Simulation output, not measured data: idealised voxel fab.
A process module follows: voxel trench capacitor.
Section cut is 250 nm wide and gridded with 5 nm square cells.
Throughout this document, each cross-section is represented as a grid of square cells and is presented as a sequence of bands enumerated from the top downward, where a band comprises one or more rows of cells. Per band: top height and bottom height in nm, followed by the left-to-right materials and their widths in nm; "edge to edge" marks a single material spanning edge to edge, "blank" marks empty space. Heights from 0 (as-received wafer is one material below). Bottom band endless downward, as "0..down". Top row gets the first number, bottom row gets the second, and each row in between changes by the same step: that is how a band width like "30 to 40" works. "nothing different" after a step means that no cell of the cross-section changed. Enclosed voids (no open way to top), threshold 8 cells or more, entry "Non-vented voids", notation width x height at distance, distance from left edge, nm. On each step's line, the part that comes after the settings is the simulator's own comment on the step. overlay nm: on a step with a mask, how far right of its planned place the mask lay; negative means left.
## Here's what the planned process steps look like
1 op RECEIVE | material Si
2 op CONFORMAL_DEP | material SiN | thk nm 10
3 op PATTERN | tone open | mask id TRENCH | material resist | width nm 15 | pitch nm 40 | thk nm 20 | overlay nm 0
4 op DIRECTIONAL_ETCH | etch materials SiN | depth nm 10
5 op DIRECTIONAL_ETCH | etch materials Si | depth nm 35
6 op STRIP | etch materials resist
7 op CONFORMAL_DEP | material Al2O3 | thk nm 5
8 op FILL_DEP | material polySi | thk nm 5
9 op CMP | height nm 10
For clarity, it should be stated that the wafers under discussion commence in an identical condition and differ with respect to the width nm of step 3, the plan indicating the value that the first wafer had.
## Cross-section of the first incoming wafer of several, state after step 1
    0..down  Si edge to edge
    Non-vented voids: none
## Rows = wafers. At module end, each row lists per material the cells gained (+) or lost (-) since the wafer was received, then the closed voids
width nm 15, +38 Al2O3, -42 Si, +88 SiN, +16 polySi, Non-vented voids: none
width nm 20, +40 Al2O3, -56 Si, +84 SiN, +32 polySi, Non-vented voids: none
width nm 25, +42 Al2O3, -70 Si, +80 SiN, +48 polySi, Non-vented voids: none
